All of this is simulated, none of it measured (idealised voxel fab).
Documented hereafter: the process module known as voxel trench capacitor.
Cross-sectional view cut (width: 290 nm; square cell size: 5 nm).
Cross-section = grid of square cells, listed top down in bands; band = one or more rows. Band: top and bottom heights (nm) first, top before bottom; then materials from left to right, widths in nm. "edge to edge" marks a sole material filling the band edge to edge. "air" denotes empty space. Note: height 0 marks the level under which the wafer is uniformly one material as received. Lowest band unbounded below, written "0 and below". With a width like "30..40", each row of cells in the band differs from the next by the same amount, the top row carrying the first number and the bottom row the second. What does "same as before" mean for a step? It means no cell of the cross-section changed in that step. "Enclosed void catalog" specifies each empty space that is not open to the top and that occupies no fewer than 8 cells, using the form width x height at distance, the distance measured from the left edge and all three quantities in nm. It should be noted that, on the line of a given step, the content following the step's settings is a remark produced by the simulator itself with respect to that step. Regarding "overlay nm": on a step with a mask, it is the distance the mask lay to the right of its planned place; a negative value places it to the left.
THE PLANNED PROCESS STEPS ARE ENUMERATED HEREUNDER
1: RECEIVE | material Si
2: CONFORMAL_DEP | material SiN | thk nm 10
3: DIRECTIONAL_DEP | material aC | thk nm 15
4: PATTERN | tone open | mask id TRENCH | material resist | width nm 25 | pitch nm 50 | thk nm 30 | overlay nm 0
5: DIRECTIONAL_ETCH | etch materials aC | depth nm 15
6: STRIP | etch materials resist
7: DIRECTIONAL_ETCH | etch materials SiN | depth nm 10
8: DIRECTIONAL_ETCH | etch materials Si | depth nm 40
9: STRIP | etch materials aC
10: CONFORMAL_DEP | material HfO2 | thk nm 5
11: CONFORMAL_DEP | material TiN | thk nm 5
12: FILL_DEP | material W | thk nm 5
13: CMP | height nm 10
FIRST OF TWO WAFERS - AS PLANNED
INCOMING WAFER, CROSS-SECTIONAL VIEW, POST STEP 1
	0 and below = Si edge to edge
	Enclosed void catalog: none
STEP 2 DONE - WAFER CROSS-SECTION
	10 down to 0 = SiN edge to edge
	Below 0, no change.
STEP 3 DONE - WAFER CROSS-SECTION
	25 down to 10 = aC edge to edge
	Below 10, no change.
STEP 4 DONE - WAFER CROSS-SECTION
	55 down to 25 = resist=55, then air=25, then resist=25, then air=25, then resist=25, then air=25, then resist=25, then air=25, then resist=60
	Below 25, no change.
STEP 5 DONE - WAFER CROSS-SECTION
	40 down to 25 = resist=55, then air=25, then resist=25, then air=25, then resist=25, then air=25, then resist=25, then air=25, then resist=60
	25 down to 10 = aC=55, then air=25, then aC=25, then air=25, then aC=25, then air=25, then aC=25, then air=25, then aC=60
	Below 10, no change.
STEP 6 DONE - WAFER CROSS-SECTION
	25 down to 10 = aC=55, then air=25, then aC=25, then air=25, then aC=25, then air=25, then aC=25, then air=25, then aC=60
	Below 10, no change.
STEP 7 DONE - WAFER CROSS-SECTION
	25 down to 10 = aC=55, then air=25, then aC=25, then air=25, then aC=25, then air=25, then aC=25, then air=25, then aC=60
	10 down to 0 = SiN=55, then air=25, then SiN=25, then air=25, then SiN=25, then air=25, then SiN=25, then air=25, then SiN=60
	Below 0, no change.
STEP 8 DONE - WAFER CROSS-SECTION
	25 down to 10 = aC=55, then air=25, then aC=25, then air=25, then aC=25, then air=25, then aC=25, then air=25, then aC=60
	10 down to 0 = SiN=55, then air=25, then SiN=25, then air=25, then SiN=25, then air=25, then SiN=25, then air=25, then SiN=60
	0 down to -40 = Si=55, then air=25, then Si=25, then air=25, then Si=25, then air=25, then Si=25, then air=25, then Si=60
	Below -40, no change.
STEP 9 DONE - WAFER CROSS-SECTION
	10 down to 0 = SiN=55, then air=25, then SiN=25, then air=25, then SiN=25, then air=25, then SiN=25, then air=25, then SiN=60
	Below 0, no change.
STEP 10 DONE - WAFER CROSS-SECTION
	15 down to 10 = HfO2=60, then air=15, then HfO2=35, then air=15, then HfO2=35, then air=15, then HfO2=35, then air=15, then HfO2=65
	10 down to 0 = SiN=55, then HfO2=5, then air=15, then HfO2=5, then SiN=25, then HfO2=5, then air=15, then HfO2=5, then SiN=25, then HfO2=5, then air=15, then HfO2=5, then SiN=25, then HfO2=5, then air=15, then HfO2=5, then SiN=60
	0 down to -35 = Si=55, then HfO2=5, then air=15, then HfO2=5, then Si=25, then HfO2=5, then air=15, then HfO2=5, then Si=25, then HfO2=5, then air=15, then HfO2=5, then Si=25, then HfO2=5, then air=15, then HfO2=5, then Si=60
	-35 down to -40 = Si=55, then HfO2=25, then Si=25, then HfO2=25, then Si=25, then HfO2=25, then Si=25, then HfO2=25, then Si=60
	Below -40, no change.
STEP 11 DONE - WAFER CROSS-SECTION
	20 down to 15 = TiN=65, then air=5, then TiN=45, then air=5, then TiN=45, then air=5, then TiN=45, then air=5, then TiN=70
	15 down to 10 = HfO2=60, then TiN=5, then air=5, then TiN=5, then HfO2=35, then TiN=5, then air=5, then TiN=5, then HfO2=35, then TiN=5, then air=5, then TiN=5, then HfO2=35, then TiN=5, then air=5, then TiN=5, then HfO2=65
	10 down to 0 = SiN=55, then HfO2=5, then TiN=5, then air=5, then TiN=5, then HfO2=5, then SiN=25, then HfO2=5, then TiN=5, then air=5, then TiN=5, then HfO2=5, then SiN=25, then HfO2=5, then TiN=5, then air=5, then TiN=5, then HfO2=5, then SiN=25, then HfO2=5, then TiN=5, then air=5, then TiN=5, then HfO2=5, then SiN=60
	0 down to -30 = Si=55, then HfO2=5, then TiN=5, then air=5, then TiN=5, then HfO2=5, then Si=25, then HfO2=5, then TiN=5, then air=5, then TiN=5, then HfO2=5, then Si=25, then HfO2=5, then TiN=5, then air=5, then TiN=5, then HfO2=5, then Si=25, then HfO2=5, then TiN=5, then air=5, then TiN=5, then HfO2=5, then Si=60
	-30 down to -35 = Si=55, then HfO2=5, then TiN=15, then HfO2=5, then Si=25, then HfO2=5, then TiN=15, then HfO2=5, then Si=25, then HfO2=5, then TiN=15, then HfO2=5, then Si=25, then HfO2=5, then TiN=15, then HfO2=5, then Si=60
	Below -35, no change.
STEP 12 DONE - WAFER CROSS-SECTION
	25 down to 20 = W edge to edge
	20 down to 15 = TiN=65, then W=5, then TiN=45, then W=5, then TiN=45, then W=5, then TiN=45, then W=5, then TiN=70
	15 down to 10 = HfO2=60, then TiN=5, then W=5, then TiN=5, then HfO2=35, then TiN=5, then W=5, then TiN=5, then HfO2=35, then TiN=5, then W=5, then TiN=5, then HfO2=35, then TiN=5, then W=5, then TiN=5, then HfO2=65
	10 down to 0 = SiN=55, then HfO2=5, then TiN=5, then W=5, then TiN=5, then HfO2=5, then SiN=25, then HfO2=5, then TiN=5, then W=5, then TiN=5, then HfO2=5, then SiN=25, then HfO2=5, then TiN=5, then W=5, then TiN=5, then HfO2=5, then SiN=25, then HfO2=5, then TiN=5, then W=5, then TiN=5, then HfO2=5, then SiN=60
	0 down to -30 = Si=55, then HfO2=5, then TiN=5, then W=5, then TiN=5, then HfO2=5, then Si=25, then HfO2=5, then TiN=5, then W=5, then TiN=5, then HfO2=5, then Si=25, then HfO2=5, then TiN=5, then W=5, then TiN=5, then HfO2=5, then Si=25, then HfO2=5, then TiN=5, then W=5, then TiN=5, then HfO2=5, then Si=60
	Below -30, no change.
STEP 13 DONE - WAFER CROSS-SECTION
	10 down to 0 = SiN=55, then HfO2=5, then TiN=5, then W=5, then TiN=5, then HfO2=5, then SiN=25, then HfO2=5, then TiN=5, then W=5, then TiN=5, then HfO2=5, then SiN=25, then HfO2=5, then TiN=5, then W=5, then TiN=5, then HfO2=5, then SiN=25, then HfO2=5, then TiN=5, then W=5, then TiN=5, then HfO2=5, then SiN=60
	Below 0, no change.
OKAY, SECOND WAFER. NOTHING DIFFERENT AT THE START, NOTHING DIFFERENT IN THE PLAN, JUST ONE MISTAKE SOMEWHERE IN THE RUNNING. AS FAR AS STEP 3, COUNTING THAT STEP, IT'S THE FIRST WAFER ALL OVER AGAIN
SECOND WAFER CROSS-SECTION, TAKEN AS OF THE TIME THE PLAN SETS FOR STEP 4 TO BE DONE
	55 down to 25 = resist=60, then air=20, then resist=30, then air=20, then resist=30, then air=20, then resist=30, then air=20, then resist=60
	Below 25, no change.
SECOND WAFER CROSS-SECTION, TAKEN AS OF THE TIME THE PLAN SETS FOR STEP 5 TO BE DONE
	40 down to 25 = resist=60, then air=20, then resist=30, then air=20, then resist=30, then air=20, then resist=30, then air=20, then resist=60
	25 down to 10 = aC=60, then air=20, then aC=30, then air=20, then aC=30, then air=20, then aC=30, then air=20, then aC=60
	Below 10, no change.
SECOND WAFER CROSS-SECTION, TAKEN AS OF THE TIME THE PLAN SETS FOR STEP 6 TO BE DONE
	25 down to 10 = aC=60, then air=20, then aC=30, then air=20, then aC=30, then air=20, then aC=30, then air=20, then aC=60
	Below 10, no change.
SECOND WAFER CROSS-SECTION, TAKEN AS OF THE TIME THE PLAN SETS FOR STEP 7 TO BE DONE
	25 down to 10 = aC=60, then air=20, then aC=30, then air=20, then aC=30, then air=20, then aC=30, then air=20, then aC=60
	10 down to 0 = SiN=60, then air=20, then SiN=30, then air=20, then SiN=30, then air=20, then SiN=30, then air=20, then SiN=60
	Below 0, no change.
SECOND WAFER CROSS-SECTION, TAKEN AS OF THE TIME THE PLAN SETS FOR STEP 8 TO BE DONE
	25 down to 10 = aC=60, then air=20, then aC=30, then air=20, then aC=30, then air=20, then aC=30, then air=20, then aC=60
	10 down to 0 = SiN=60, then air=20, then SiN=30, then air=20, then SiN=30, then air=20, then SiN=30, then air=20, then SiN=60
	0 down to -40 = Si=60, then air=20, then Si=30, then air=20, then Si=30, then air=20, then Si=30, then air=20, then Si=60
	Below -40, no change.
SECOND WAFER CROSS-SECTION, TAKEN AS OF THE TIME THE PLAN SETS FOR STEP 9 TO BE DONE
	10 down to 0 = SiN=60, then air=20, then SiN=30, then air=20, then SiN=30, then air=20, then SiN=30, then air=20, then SiN=60
	Below 0, no change.
SECOND WAFER CROSS-SECTION, TAKEN AS OF THE TIME THE PLAN SETS FOR STEP 10 TO BE DONE
	15 down to 10 = HfO2=65, then air=10, then HfO2=40, then air=10, then HfO2=40, then air=10, then HfO2=40, then air=10, then HfO2=65
	10 down to 0 = SiN=60, then HfO2=5, then air=10, then HfO2=5, then SiN=30, then HfO2=5, then air=10, then HfO2=5, then SiN=30, then HfO2=5, then air=10, then HfO2=5, then SiN=30, then HfO2=5, then air=10, then HfO2=5, then SiN=60
	0 down to -35 = Si=60, then HfO2=5, then air=10, then HfO2=5, then Si=30, then HfO2=5, then air=10, then HfO2=5, then Si=30, then HfO2=5, then air=10, then HfO2=5, then Si=30, then HfO2=5, then air=10, then HfO2=5, then Si=60
	-35 down to -40 = Si=60, then HfO2=20, then Si=30, then HfO2=20, then Si=30, then HfO2=20, then Si=30, then HfO2=20, then Si=60
	Below -40, no change.
SECOND WAFER CROSS-SECTION, TAKEN AS OF THE TIME THE PLAN SETS FOR STEP 11 TO BE DONE
	20 down to 15 = TiN edge to edge
	15 down to 10 = HfO2=65, then TiN=10, then HfO2=40, then TiN=10, then HfO2=40, then TiN=10, then HfO2=40, then TiN=10, then HfO2=65
	10 down to 0 = SiN=60, then HfO2=5, then TiN=10, then HfO2=5, then SiN=30, then HfO2=5, then TiN=10, then HfO2=5, then SiN=30, then HfO2=5, then TiN=10, then HfO2=5, then SiN=30, then HfO2=5, then TiN=10, then HfO2=5, then SiN=60
	0 down to -35 = Si=60, then HfO2=5, then TiN=10, then HfO2=5, then Si=30, then HfO2=5, then TiN=10, then HfO2=5, then Si=30, then HfO2=5, then TiN=10, then HfO2=5, then Si=30, then HfO2=5, then TiN=10, then HfO2=5, then Si=60
	Below -35, no change.
SECOND WAFER CROSS-SECTION, TAKEN AS OF THE TIME THE PLAN SETS FOR STEP 12 TO BE DONE
	25 down to 20 = W edge to edge
	Below 20, no change.
SECOND WAFER CROSS-SECTION, TAKEN AS OF THE TIME THE PLAN SETS FOR STEP 13 TO BE DONE
	10 down to 0 = SiN=60, then HfO2=5, then TiN=10, then HfO2=5, then SiN=30, then HfO2=5, then TiN=10, then HfO2=5, then SiN=30, then HfO2=5, then TiN=10, then HfO2=5, then SiN=30, then HfO2=5, then TiN=10, then HfO2=5, then SiN=60
	Below 0, no change.
What went wrong in running the wafer? step 4, actual vs plan mismatch, actual run PATTERN | tone open | mask id TRENCH | material resist | width nm 20 | pitch nm 50 | thk nm 30 | overlay nm 0
The final cell counts differ between the wafers, with the second having more or fewer of some materials than the first: HfO2 -4; Si +32; SiN +8; TiN -4; W -32
